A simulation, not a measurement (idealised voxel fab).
The name of this process module is voxel capacitor over wiring.
220 nm wide, 5 nm square cells: that's cross-section cut.
Think of the cross-section as a grid of square cells. We describe it in bands, top to bottom, and each band covers one or more rows of those cells.
Band entry format. Leading values: height of top, height of bottom, nm. Remainder: materials in left-to-right order, each with its width in nm. Special words: "everywhere" on a single material, which then fills the band edge to edge; "empty", empty space.
A quick word on heights: they are counted from 0, and under that level the wafer as it came to us is one material throughout. The lowest band is different from the rest in having no bottom; it simply continues downward, written as in "0 down".
A two-number width, for instance "30 to 40", indicates that the width is equal to the first number in the top row of the band and to the second number in the bottom row, and that it changes by a constant amount per row of cells.
When a step is marked "left unchanged", none of the cells in the cross-section changed during that step.
The label "Enclosed empty spaces" introduces a list of the empty spaces, 8 cells or larger, that have no open way up to the top; each entry in it reads width x height at distance, where the distance is taken from the left edge and all three are stated in nm.
It should be noted that, on the line of a given step, the content following the step's settings is a remark produced by the simulator itself with respect to that step.
Among the settings permitted on a step's line is "overlay nm"; applied to a step with a mask, it specifies the extent to which the mask lay to the right of its planned position, whereas a negative figure signifies a position to the left.

## Planned process steps
1 RECEIVE [material Si]
2 CONFORMAL_DEP [material SiO2] [thk nm 10]
3 CONFORMAL_DEP [material SiCN] [thk nm 5]
4 DIRECTIONAL_DEP [material lowk] [thk nm 20]
5 DIRECTIONAL_DEP [material aC] [thk nm 15]
6 PATTERN [tone open] [mask id METAL_1] [material resist] [width nm 30] [pitch nm 90] [thk nm 30] [overlay nm 0]
7 DIRECTIONAL_ETCH [etch materials aC] [depth nm 15]
8 STRIP [etch materials resist]
9 DIRECTIONAL_ETCH [etch materials lowk] [depth nm 20]
10 DIRECTIONAL_ETCH [etch materials SiCN] [depth nm 5]
11 STRIP [etch materials aC]
12 CONFORMAL_DEP [material TiN] [thk nm 5]
13 FILL_DEP [material Cu] [thk nm 10]
14 CMP [height nm 35]
15 CONFORMAL_DEP [material SiCN] [thk nm 5]
16 DIRECTIONAL_DEP [material lowk] [thk nm 10]
17 PATTERN [tone open] [mask id PLUG_1] [material resist] [width nm 15] [thk nm 15] [overlay nm 0]
18 DIRECTIONAL_ETCH [etch materials lowk] [depth nm 10]
19 DIRECTIONAL_ETCH [etch materials SiCN] [depth nm 5]
20 STRIP [etch materials resist]
21 CONFORMAL_DEP [material TiN] [thk nm 5]
22 FILL_DEP [material Ru] [thk nm 5]
23 CMP [height nm 50]
24 DIRECTIONAL_DEP [material TiN] [thk nm 10]
25 DIRECTIONAL_DEP [material SiN] [thk nm 5]
26 DIRECTIONAL_DEP [material TiN] [thk nm 10]
27 DIRECTIONAL_DEP [material aC] [thk nm 15]
28 PATTERN [tone cover] [mask id UPPER_PLATE] [material resist] [width nm 65] [thk nm 35] [overlay nm 0]
29 DIRECTIONAL_ETCH [etch materials aC] [depth nm 15]
30 STRIP [etch materials resist]
31 DIRECTIONAL_ETCH [etch materials TiN] [depth nm 10]
32 DIRECTIONAL_ETCH [etch materials SiN] [depth nm 5]
33 STRIP [etch materials aC]
34 PATTERN [tone cover] [mask id LOWER_PLATE] [material resist] [width nm 75] [thk nm 20] [overlay nm 0]
35 DIRECTIONAL_ETCH [etch materials TiN] [depth nm 10]
36 STRIP [etch materials resist]
37 FILL_DEP [material SiO2] [thk nm 15]
38 CMP [height nm 85]
39 DIRECTIONAL_DEP [material aC] [thk nm 15]
40 PATTERN [tone open] [mask id PLUG_2] [material resist] [width nm 15] [thk nm 30] [overlay nm 0]
41 DIRECTIONAL_ETCH [etch materials aC] [depth nm 15]
42 STRIP [etch materials resist]
43 DIRECTIONAL_ETCH [etch materials SiO2] [depth nm 10]
44 STRIP [etch materials aC]
45 CONFORMAL_DEP [material TiN] [thk nm 5]
46 FILL_DEP [material Ru] [thk nm 10]
47 CMP [height nm 85]
48 CONFORMAL_DEP [material SiN] [thk nm 5]

## The first wafer of two, processed as planned

## Cross-section of the incoming wafer, state after step 1
	0 down | Si everywhere
	Enclosed empty spaces: none

## Take a look at the wafer's cross-section after step 2
	10 to 0 | SiO2 everywhere
	Nothing below the height 0 has changed.

## Take a look at the wafer's cross-section after step 3
	15 to 10 | SiCN everywhere
	Nothing below the height 10 has changed.

## Take a look at the wafer's cross-section after step 4
	35 to 15 | lowk everywhere
	Nothing below the height 15 has changed.

## Take a look at the wafer's cross-section after step 5
	50 to 35 | aC everywhere
	Nothing below the height 35 has changed.

## Take a look at the wafer's cross-section after step 6
	80 to 50 | 50 resist; 30 empty; 60 resist; 30 empty; 50 resist
	Nothing below the height 50 has changed.

## Take a look at the wafer's cross-section after step 7
	65 to 50 | 50 resist; 30 empty; 60 resist; 30 empty; 50 resist
	50 to 35 | 50 aC; 30 empty; 60 aC; 30 empty; 50 aC
	Nothing below the height 35 has changed.

## Take a look at the wafer's cross-section after step 8
	50 to 35 | 50 aC; 30 empty; 60 aC; 30 empty; 50 aC
	Nothing below the height 35 has changed.

## Take a look at the wafer's cross-section after step 9
	50 to 35 | 50 aC; 30 empty; 60 aC; 30 empty; 50 aC
	35 to 15 | 50 lowk; 30 empty; 60 lowk; 30 empty; 50 lowk
	Nothing below the height 15 has changed.

## Take a look at the wafer's cross-section after step 10
	50 to 35 | 50 aC; 30 empty; 60 aC; 30 empty; 50 aC
	35 to 15 | 50 lowk; 30 empty; 60 lowk; 30 empty; 50 lowk
	15 to 10 | 50 SiCN; 30 empty; 60 SiCN; 30 empty; 50 SiCN
	Nothing below the height 10 has changed.

## Take a look at the wafer's cross-section after step 11
	35 to 15 | 50 lowk; 30 empty; 60 lowk; 30 empty; 50 lowk
	Nothing below the height 15 has changed.

## Take a look at the wafer's cross-section after step 12
	40 to 35 | 55 TiN; 20 empty; 70 TiN; 20 empty; 55 TiN
	35 to 15 | 50 lowk; 5 TiN; 20 empty; 5 TiN; 60 lowk; 5 TiN; 20 empty; 5 TiN; 50 lowk
	15 to 10 | 50 SiCN; 30 TiN; 60 SiCN; 30 TiN; 50 SiCN
	Nothing below the height 10 has changed.

## Take a look at the wafer's cross-section after step 13
	50 to 40 | Cu everywhere
	40 to 35 | 55 TiN; 20 Cu; 70 TiN; 20 Cu; 55 TiN
	35 to 15 | 50 lowk; 5 TiN; 20 Cu; 5 TiN; 60 lowk; 5 TiN; 20 Cu; 5 TiN; 50 lowk
	Nothing below the height 15 has changed.

## Take a look at the wafer's cross-section after step 14
	35 to 15 | 50 lowk; 5 TiN; 20 Cu; 5 TiN; 60 lowk; 5 TiN; 20 Cu; 5 TiN; 50 lowk
	Nothing below the height 15 has changed.

## Take a look at the wafer's cross-section after step 15
	40 to 35 | SiCN everywhere
	Nothing below the height 35 has changed.

## Take a look at the wafer's cross-section after step 16
	50 to 40 | lowk everywhere
	Nothing below the height 40 has changed.

## Take a look at the wafer's cross-section after step 17
	65 to 50 | 65 resist; 15 empty; 140 resist
	Nothing below the height 50 has changed.

## Take a look at the wafer's cross-section after step 18
	65 to 50 | 65 resist; 15 empty; 140 resist
	50 to 40 | 65 lowk; 15 empty; 140 lowk
	Nothing below the height 40 has changed.

## Take a look at the wafer's cross-section after step 19
	65 to 50 | 65 resist; 15 empty; 140 resist
	50 to 40 | 65 lowk; 15 empty; 140 lowk
	40 to 35 | 65 SiCN; 15 empty; 140 SiCN
	Nothing below the height 35 has changed.

## Take a look at the wafer's cross-section after step 20
	50 to 40 | 65 lowk; 15 empty; 140 lowk
	Nothing below the height 40 has changed.

## Take a look at the wafer's cross-section after step 21
	55 to 50 | 70 TiN; 5 empty; 145 TiN
	50 to 40 | 65 lowk; 5 TiN; 5 empty; 5 TiN; 140 lowk
	40 to 35 | 65 SiCN; 15 TiN; 140 SiCN
	Nothing below the height 35 has changed.

## Take a look at the wafer's cross-section after step 22
	60 to 55 | Ru everywhere
	55 to 50 | 70 TiN; 5 Ru; 145 TiN
	50 to 40 | 65 lowk; 5 TiN; 5 Ru; 5 TiN; 140 lowk
	Nothing below the height 40 has changed.

## Take a look at the wafer's cross-section after step 23
	50 to 40 | 65 lowk; 5 TiN; 5 Ru; 5 TiN; 140 lowk
	Nothing below the height 40 has changed.

## Take a look at the wafer's cross-section after step 24
	60 to 50 | TiN everywhere
	Nothing below the height 50 has changed.

## Take a look at the wafer's cross-section after step 25
	65 to 60 | SiN everywhere
	Nothing below the height 60 has changed.

## Take a look at the wafer's cross-section after step 26
	75 to 65 | TiN everywhere
	Nothing below the height 65 has changed.

## Take a look at the wafer's cross-section after step 27
	90 to 75 | aC everywhere
	Nothing below the height 75 has changed.

## Take a look at the wafer's cross-section after step 28
	125 to 90 | 65 empty; 65 resist; 90 empty
	Nothing below the height 90 has changed.

## Take a look at the wafer's cross-section after step 29
	110 to 90 | 65 empty; 65 resist; 90 empty
	90 to 75 | 65 empty; 65 aC; 90 empty
	Nothing below the height 75 has changed.

## Take a look at the wafer's cross-section after step 30
	90 to 75 | 65 empty; 65 aC; 90 empty
	Nothing below the height 75 has changed.

## Take a look at the wafer's cross-section after step 31
	90 to 75 | 65 empty; 65 aC; 90 empty
	75 to 65 | 65 empty; 65 TiN; 90 empty
	Nothing below the height 65 has changed.

## Take a look at the wafer's cross-section after step 32
	90 to 75 | 65 empty; 65 aC; 90 empty
	75 to 65 | 65 empty; 65 TiN; 90 empty
	65 to 60 | 65 empty; 65 SiN; 90 empty
	Nothing below the height 60 has changed.

## Take a look at the wafer's cross-section after step 33
	75 to 65 | 65 empty; 65 TiN; 90 empty
	Nothing below the height 65 has changed.

## Take a look at the wafer's cross-section after step 34
	95 to 75 | 60 empty; 75 resist; 85 empty
	75 to 65 | 60 empty; 5 resist; 65 TiN; 5 resist; 85 empty
	65 to 60 | 60 empty; 5 resist; 65 SiN; 5 resist; 85 empty
	Nothing below the height 60 has changed.

## Take a look at the wafer's cross-section after step 35
	95 to 75 | 60 empty; 75 resist; 85 empty
	75 to 65 | 60 empty; 5 resist; 65 TiN; 5 resist; 85 empty
	65 to 60 | 60 empty; 5 resist; 65 SiN; 5 resist; 85 empty
	60 to 50 | 60 empty; 75 TiN; 85 empty
	Nothing below the height 50 has changed.

## Take a look at the wafer's cross-section after step 36
	75 to 65 | 65 empty; 65 TiN; 90 empty
	65 to 60 | 65 empty; 65 SiN; 90 empty
	Nothing below the height 60 has changed.

## Take a look at the wafer's cross-section after step 37
	90 to 75 | SiO2 everywhere
	75 to 65 | 65 SiO2; 65 TiN; 90 SiO2
	65 to 60 | 65 SiO2; 65 SiN; 90 SiO2
	60 to 50 | 60 SiO2; 75 TiN; 85 SiO2
	Nothing below the height 50 has changed.

## Take a look at the wafer's cross-section after step 38
	85 to 75 | SiO2 everywhere
	Nothing below the height 75 has changed.

## Take a look at the wafer's cross-section after step 39
	100 to 85 | aC everywhere
	Nothing below the height 85 has changed.

## Take a look at the wafer's cross-section after step 40
	130 to 100 | 75 resist; 15 empty; 130 resist
	Nothing below the height 100 has changed.

## Take a look at the wafer's cross-section after step 41
	115 to 100 | 75 resist; 15 empty; 130 resist
	100 to 85 | 75 aC; 15 empty; 130 aC
	Nothing below the height 85 has changed.

## Take a look at the wafer's cross-section after step 42
	100 to 85 | 75 aC; 15 empty; 130 aC
	Nothing below the height 85 has changed.

## Take a look at the wafer's cross-section after step 43
	100 to 85 | 75 aC; 15 empty; 130 aC
	85 to 75 | 75 SiO2; 15 empty; 130 SiO2
	Nothing below the height 75 has changed.

## Take a look at the wafer's cross-section after step 44
	85 to 75 | 75 SiO2; 15 empty; 130 SiO2
	Nothing below the height 75 has changed.

## Take a look at the wafer's cross-section after step 45
	90 to 85 | 80 TiN; 5 empty; 135 TiN
	85 to 80 | 75 SiO2; 5 TiN; 5 empty; 5 TiN; 130 SiO2
	80 to 75 | 75 SiO2; 15 TiN; 130 SiO2
	Nothing below the height 75 has changed.

## Take a look at the wafer's cross-section after step 46
	100 to 90 | Ru everywhere
	90 to 85 | 80 TiN; 5 Ru; 135 TiN
	85 to 80 | 75 SiO2; 5 TiN; 5 Ru; 5 TiN; 130 SiO2
	Nothing below the height 80 has changed.

## Take a look at the wafer's cross-section after step 47
	85 to 80 | 75 SiO2; 5 TiN; 5 Ru; 5 TiN; 130 SiO2
	Nothing below the height 80 has changed.

## Take a look at the wafer's cross-section after step 48
	90 to 85 | SiN everywhere
	Nothing below the height 85 has changed.

## Second wafer: same start and same plan as the first, one execution error; identical to the first through step 24

Second wafer, cross-section, planned end of step 25: left unchanged

## Second wafer, cross-section, planned end of step 26
	70 to 50 | TiN everywhere
	Nothing below the height 50 has changed.

## Second wafer, cross-section, planned end of step 27
	85 to 70 | aC everywhere
	Nothing below the height 70 has changed.

## Second wafer, cross-section, planned end of step 28
	120 to 85 | 65 empty; 65 resist; 90 empty
	Nothing below the height 85 has changed.

## Second wafer, cross-section, planned end of step 29
	105 to 85 | 65 empty; 65 resist; 90 empty
	85 to 70 | 65 empty; 65 aC; 90 empty
	Nothing below the height 70 has changed.

## Second wafer, cross-section, planned end of step 30
	85 to 70 | 65 empty; 65 aC; 90 empty
	Nothing below the height 70 has changed.

## Second wafer, cross-section, planned end of step 31
	85 to 70 | 65 empty; 65 aC; 90 empty
	70 to 60 | 65 empty; 65 TiN; 90 empty
	Nothing below the height 60 has changed.

Second wafer, cross-section, planned end of step 32: left unchanged

## Second wafer, cross-section, planned end of step 33
	70 to 60 | 65 empty; 65 TiN; 90 empty
	Nothing below the height 60 has changed.

## Second wafer, cross-section, planned end of step 34
	90 to 70 | 60 empty; 75 resist; 85 empty
	70 to 60 | 60 empty; 5 resist; 65 TiN; 5 resist; 85 empty
	Nothing below the height 60 has changed.

## Second wafer, cross-section, planned end of step 35
	90 to 70 | 60 empty; 75 resist; 85 empty
	70 to 60 | 60 empty; 5 resist; 65 TiN; 5 resist; 85 empty
	60 to 50 | 60 empty; 75 TiN; 85 empty
	Nothing below the height 50 has changed.

## Second wafer, cross-section, planned end of step 36
	70 to 60 | 65 empty; 65 TiN; 90 empty
	Nothing below the height 60 has changed.

## Second wafer, cross-section, planned end of step 37
	85 to 70 | SiO2 everywhere
	70 to 60 | 65 SiO2; 65 TiN; 90 SiO2
	60 to 50 | 60 SiO2; 75 TiN; 85 SiO2
	Nothing below the height 50 has changed.

Second wafer, cross-section, planned end of step 38: left unchanged

## Second wafer, cross-section, planned end of step 39
	100 to 85 | aC everywhere
	Nothing below the height 85 has changed.

## Second wafer, cross-section, planned end of step 40
	130 to 100 | 75 resist; 15 empty; 130 resist
	Nothing below the height 100 has changed.

## Second wafer, cross-section, planned end of step 41
	115 to 100 | 75 resist; 15 empty; 130 resist
	100 to 85 | 75 aC; 15 empty; 130 aC
	Nothing below the height 85 has changed.

## Second wafer, cross-section, planned end of step 42
	100 to 85 | 75 aC; 15 empty; 130 aC
	Nothing below the height 85 has changed.

## Second wafer, cross-section, planned end of step 43
	100 to 85 | 75 aC; 15 empty; 130 aC
	85 to 75 | 75 SiO2; 15 empty; 130 SiO2
	Nothing below the height 75 has changed.

## Second wafer, cross-section, planned end of step 44
	85 to 75 | 75 SiO2; 15 empty; 130 SiO2
	Nothing below the height 75 has changed.

## Second wafer, cross-section, planned end of step 45
	90 to 85 | 80 TiN; 5 empty; 135 TiN
	85 to 80 | 75 SiO2; 5 TiN; 5 empty; 5 TiN; 130 SiO2
	80 to 75 | 75 SiO2; 15 TiN; 130 SiO2
	Nothing below the height 75 has changed.

## Second wafer, cross-section, planned end of step 46
	100 to 90 | Ru everywhere
	90 to 85 | 80 TiN; 5 Ru; 135 TiN
	85 to 80 | 75 SiO2; 5 TiN; 5 Ru; 5 TiN; 130 SiO2
	Nothing below the height 80 has changed.

## Second wafer, cross-section, planned end of step 47
	85 to 80 | 75 SiO2; 5 TiN; 5 Ru; 5 TiN; 130 SiO2
	Nothing below the height 80 has changed.

## Second wafer, cross-section, planned end of step 48
	90 to 85 | SiN everywhere
	Nothing below the height 85 has changed.
Against the plan, the run slipped here: no execution of plan step 25; skipped
Final wafer comparison in cells, second versus first, more or fewer per material: SiN -13 | SiO2 +13
